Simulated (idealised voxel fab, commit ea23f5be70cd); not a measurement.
The process module presented herein is designated voxel double patterning.
Xsec cut, 230 nm wide, square cell size 5 nm.
A cross-section is a grid of square cells, given in bands from the top down. A band is one or more rows of cells. Heights first: top, then bottom, in nm. Then materials, left to right, each with a width in nm. "all across" on a single material: fills the band edge to edge. "air": empty space. Convention: height 0 is the level below which the wafer, as received, is all one material. The lowest band does not terminate at the bottom but continues downward, represented as "top 0, no bottom". Top row gets the first number, bottom row gets the second, and each row in between changes by the same step: that is how a band width like "30 to 40" works. It should be understood that the words "no alteration", when stated for a given step, signify that the cross-section underwent no change in any of its cells during that step. "Closed internal voids": sealed empty spaces, 8 cells or more, no open way to top, listed width x height at distance, with distance from the left edge and width, height and distance in nm. Where a step's line continues beyond its settings, the continuation is a remark by the simulator itself on that step. overlay nm: step with mask; distance mask lay right of planned place; negative value = left of planned place.
Planned step list for the process
1 RECEIVE (material Si)
2 CONFORMAL_DEP (material SiO2; thk nm 5)
3 DIRECTIONAL_DEP (material TiN; thk nm 15)
4 DIRECTIONAL_DEP (material SiCN; thk nm 5)
5 MASKED_ETCH (tone open; mask id FIRST; width nm 15; pitch nm 50; etch materials SiCN; depth nm 5; overlay nm 0)
6 PATTERN (tone open; mask id SECOND; material resist; width nm 15; pitch nm 50; thk nm 15; overlay nm 0)
7 DIRECTIONAL_ETCH (etch materials SiCN; depth nm 5)
8 STRIP (etch materials resist)
9 DIRECTIONAL_ETCH (etch materials TiN; depth nm 15)
10 STRIP (etch materials SiCN)
Same starting wafers, different thk nm at step 2. Plan value belongs to the first wafer.
This is how the first of several wafers looked in cross-section when it arrived, which is after step 1
  top 0, no bottom: Si all across
  Closed internal voids: none
Row per wafer, end-of-module: cell gain (+)/loss (-) by material since the wafer came in, then closed voids
thk nm 5 | +46 SiO2 | +93 TiN | Closed internal voids: none
thk nm 10 | +92 SiO2 | +93 TiN | Closed internal voids: none
thk nm 15 | +138 SiO2 | +93 TiN | Closed internal voids: none
thk nm 20 | +184 SiO2 | +93 TiN | Closed internal voids: none
thk nm 25 | +230 SiO2 | +93 TiN | Closed internal voids: none
